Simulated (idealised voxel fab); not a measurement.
Module name: voxel self aligned vias (process module)
In the cross-section labelled cut, the width is 300 nm and each square cell is 5 nm.
How to read a cross-section here: the picture is a grid of square cells, written as bands going from the top down, and any band can span one or more rows of cells. Look at the band entry: it leads with the top's height and the bottom's height in nm. Then it lists the materials left to right, with a width in nm for each. The word "edge to edge" on a single material says that material fills the band edge to edge. The word "empty" is empty space. A quick word on heights: they are counted from 0, and under that level the wafer as it came to us is one material throughout. The lowest band is different from the rest in having no bottom; it simply continues downward, written as in "0 nm and below". The width entry "30..40" should be interpreted row by row: the top row of cells in the band takes the first number, the bottom row takes the second number, and the change between adjacent rows is uniform throughout. When a step is marked "identical to before", none of the cells in the cross-section changed during that step. Closed-off voids of 8+ cells (no open route to the top) go in "Enclosed void entries", written width x height at distance from the left edge, in nm. Whatever follows a step's settings on its line is a remark the simulator itself makes about that step. The line of a step may include "overlay nm". On a step with a mask, this value is how far to the right of its planned place the mask lay. A negative value means the mask lay to the left.
[List of planned process steps]
1. RECEIVE | material Si
2. CONFORMAL_DEP | material SiO2 | thk nm 15
3. CONFORMAL_DEP | material SiCN | thk nm 5
4. DIRECTIONAL_DEP | material lowk | thk nm 20
5. DIRECTIONAL_DEP | material aC | thk nm 10
6. PATTERN | tone open | mask id LINES | material resist | width nm 15 | pitch nm 60 | thk nm 30 | overlay nm 0
7. DIRECTIONAL_ETCH | etch materials aC | depth nm 10
8. STRIP | etch materials resist
9. DIRECTIONAL_ETCH | etch materials lowk | depth nm 20
10. STRIP | etch materials aC
11. CONFORMAL_DEP | material TiN | thk nm 5
12. FILL_DEP | material W | thk nm 5
13. CMP | height nm 40
14. SELECTIVE_ETCH | etch materials W Ru TiN | depth nm 10
15. FILL_DEP | material SiN | thk nm 10
16. CMP | height nm 40
17. DIRECTIONAL_DEP | material lowk | thk nm 15
18. PATTERN | tone open | mask id VIAS | material resist | width nm 40 | pitch nm 60 | thk nm 20 | overlay nm 0
19. DIRECTIONAL_ETCH | etch materials lowk | depth nm 15
20. DIRECTIONAL_ETCH | etch materials SiN | depth nm 10
21. STRIP | etch materials resist
22. CONFORMAL_DEP | material TiN | thk nm 5
23. FILL_DEP | material W | thk nm 5
24. CMP | height nm 55
25. CONFORMAL_DEP | material SiN | thk nm 5
Across this set of wafers, the varied parameter is the width nm of step 6. Starting conditions are identical for every wafer, and the plan reports the value assigned to the first wafer.
[Incoming state of the first of several wafers in cross-section: after step 1]
  0 nm and below | Si edge to edge
  Enclosed void entries: none
[Cross-section, first of several wafers, end of module, after last step 25]
  60 nm to 55 nm | SiN edge to edge
  55 nm to 45 nm | 100 lowk / 5 TiN / 30 W / 5 TiN / 20 lowk / 5 TiN / 30 W / 5 TiN / 100 lowk
  45 nm to 35 nm | 100..115 lowk / 20..5 TiN / 5 W / 15..5 TiN / 20..45 lowk / 20..5 TiN / 5 W / 15..5 TiN / 100..110 lowk
  35 nm to 30 nm | 115 lowk / 15 TiN / 45 lowk / 15 TiN / 110 lowk
  30 nm to 25 nm | 115 lowk / 5 TiN / 5 W / 5 TiN / 45 lowk / 5 TiN / 5 W / 5 TiN / 110 lowk
  25 nm to 20 nm | 115 lowk / 15 TiN / 45 lowk / 15 TiN / 110 lowk
  20 nm to 15 nm | SiCN edge to edge
  15 nm to 0 nm | SiO2 edge to edge
  0 nm and below | Si edge to edge
  Enclosed void entries: none
[Final wafer of several, shown in cross-section at the end of the module]
  60 nm to 55 nm | SiN edge to edge
  55 nm to 45 nm | 100 lowk / 5 TiN / 30 W / 5 TiN / 20 lowk / 5 TiN / 30 W / 5 TiN / 100 lowk
  45 nm to 35 nm | 100..105 lowk / 10..5 TiN / 25 W / 5 TiN / 20..25 lowk / 10..5 TiN / 25 W / 5 TiN / 100 lowk
  35 nm to 30 nm | 105 lowk / 35 TiN / 25 lowk / 35 TiN / 100 lowk
  30 nm to 25 nm | 105 lowk / 5 TiN / 25 W / 5 TiN / 25 lowk / 5 TiN / 25 W / 5 TiN / 100 lowk
  25 nm to 20 nm | 105 lowk / 35 TiN / 25 lowk / 35 TiN / 100 lowk
  20 nm to 15 nm | SiCN edge to edge
  15 nm to 0 nm | SiO2 edge to edge
  0 nm and below | Si edge to edge
  Enclosed void entries: none
[Table: wafers, a row each; end-of-module cell change per material since receipt, gain (+), loss (-); then closed voids]
width nm 15; +60 SiCN; +60 SiN; +180 SiO2; +42 TiN; +30 W; +348 lowk; Enclosed void entries: none
width nm 20; +60 SiCN; +60 SiN; +180 SiO2; +44 TiN; +36 W; +340 lowk; Enclosed void entries: none
width nm 25; +60 SiCN; +60 SiN; +180 SiO2; +46 TiN; +42 W; +332 lowk; Enclosed void entries: none
width nm 30; +60 SiCN; +60 SiN; +180 SiO2; +48 TiN; +48 W; +324 lowk; Enclosed void entries: none
width nm 35; +60 SiCN; +60 SiN; +180 SiO2; +50 TiN; +54 W; +316 lowk; Enclosed void entries: none
